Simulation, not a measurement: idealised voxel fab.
This is a process module. Its name is voxel released beams.
Square cells of 5 nm make up the cross-section cut, whose width is 195 nm.
Heads up, the way a cross-section reads in here is a grid of square cells, handed over as bands from the top down, with every band being one or more rows of cells.
For a band, the entry starts with two heights in nm, that of the top and then that of the bottom, and carries on with the band's materials in order from left to right, each alongside its width in nm; the word "full width" beside a single material means it fills the band edge to edge, and "blank" means empty space.
Heights from 0 (as-received wafer is one material below). Bottom band endless downward, as "0 nm and below".
Graded width ("30..40"): value in top row of band = first number; value in bottom row = second number; row-to-row change constant.
You'll sometimes find "remains unaltered" written for a step, and that's the way of saying that nowhere in the cross-section did a cell change during that step.
Basically, "Non-vented voids" tells you about the enclosed voids: empty spaces with no open way to the top, 8 cells or bigger, each written width x height at distance, where distance is from the left edge, all in nm.
The remark found on a step's line after its settings is issued by the simulator itself and pertains to that step.
overlay nm, on a step with a mask: how far to the right of its planned place the mask lay; to the left if negative
This section lists the process steps that were planned:
1. RECEIVE,material Si
2. CONFORMAL_DEP,material Al2O3,thk nm 10
3. DIRECTIONAL_DEP,material SiO2,thk nm 15
4. DIRECTIONAL_DEP,material aC,thk nm 10
5. PATTERN,tone open,mask id ANCHOR,material resist,width nm 40,thk nm 30,overlay nm 0
6. DIRECTIONAL_ETCH,etch materials aC,depth nm 10
7. STRIP,etch materials resist
8. DIRECTIONAL_ETCH,etch materials SiO2,depth nm 15
9. STRIP,etch materials aC
10. CONFORMAL_DEP,material SiN,thk nm 15
11. MASKED_ETCH,tone cover,mask id BEAM,width nm 85,etch materials SiN,depth nm 15,overlay nm 0
12. STRIP,etch materials SiO2
Step 1 complete: cross-section of the wafer as received:
  0 nm and below  Si full width
  Non-vented voids: none
As-planned run: cross-section of the first of two wafers at end of module:
  40 nm to 25 nm  blank: 50  SiN: 20  blank: 10  SiN: 55  blank: 60
  25 nm to 10 nm  blank: 55  SiN: 40  blank: 100
  10 nm to 0 nm  Al2O3 full width
  0 nm and below  Si full width
  Non-vented voids: none
Cross-section of the latter of the two wafers at module completion. It had an identical start and an identical plan to the former; in running it, one mistake was made:
  40 nm to 25 nm  blank: 40  SiN: 30  blank: 10  SiN: 45  blank: 70
  25 nm to 10 nm  blank: 55  SiN: 40  blank: 100
  10 nm to 0 nm  Al2O3 full width
  0 nm and below  Si full width
  Non-vented voids: none
what went wrong: in deviation from the planned setting, step 11 was conducted as MASKED_ETCH,tone cover,mask id BEAM,width nm 85,etch materials SiN,depth nm 15,overlay nm -10
Final wafers compared: equal cell tally per material, rearranged layout.
